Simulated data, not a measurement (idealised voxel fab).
The following process module bears the name voxel plated lines.
Xsec cut, 245 nm wide, square cell size 5 nm.
Format of a cross-section: grid, square cells. Given as bands. Order: top down. Band: one or more rows of cells.
What a band's entry tells you: where the top is and where the bottom is, as heights in nm, and after that what lies inside, material by material from left to right, each with its width in nm. Empty space is written as the word "air", and a single material marked with the word "everywhere" occupies the band from edge to edge.
Measure heights from 0. That's the level where, below it, the as-received wafer is all one material. The lowest band is bottomless and extends downward; write it as in "0 nm and below".
The width entry "30->40" should be interpreted row by row: the top row of cells in the band takes the first number, the bottom row takes the second number, and the change between adjacent rows is uniform throughout.
Reading "nothing altered" for a step: not a cell of the cross-section changed in it.
"Enclosed void list" means: voids of 8 cells or more that are shut off from the top with no open way through. Written width x height at distance, distance from the left edge, in nm.
Anything after a step's settings on that line? It's the simulator's own note about the step.
What "overlay nm" on a step's line means: if the step has a mask, that mask lay this far to the right of its planned place, or, when the value is negative, to the left.
**Planned process steps**
1 RECEIVE, material Si
2 CONFORMAL_DEP, material SiO2, thk nm 10
3 DIRECTIONAL_DEP, material TiN, thk nm 5
4 PATTERN, tone open, mask id LINES, material resist, width nm 25, pitch nm 55, thk nm 15, overlay nm 0
5 EPI, material Ru, thk nm 10
6 STRIP, etch materials resist
7 DIRECTIONAL_ETCH, etch materials TiN, depth nm 5
8 CONFORMAL_DEP, material SiCN, thk nm 10
**Delivered wafer in cross-section: state after step 1**
> 0 nm and below = Si everywhere
> Enclosed void list: none
**Wafer at module end, in section. Began as above, planned as above, run with one mistake**
> 25 nm to 15 nm = air 80 nm / Ru 25 nm / air 30 nm / Ru 25 nm / air 85 nm
> 15 nm to 10 nm = air 80 nm / TiN 25 nm / air 30 nm / TiN 25 nm / air 85 nm
> 10 nm to 0 nm = SiO2 everywhere
> 0 nm and below = Si everywhere
> Enclosed void list: none
Run error: step 8 of the plan was omitted and not executed
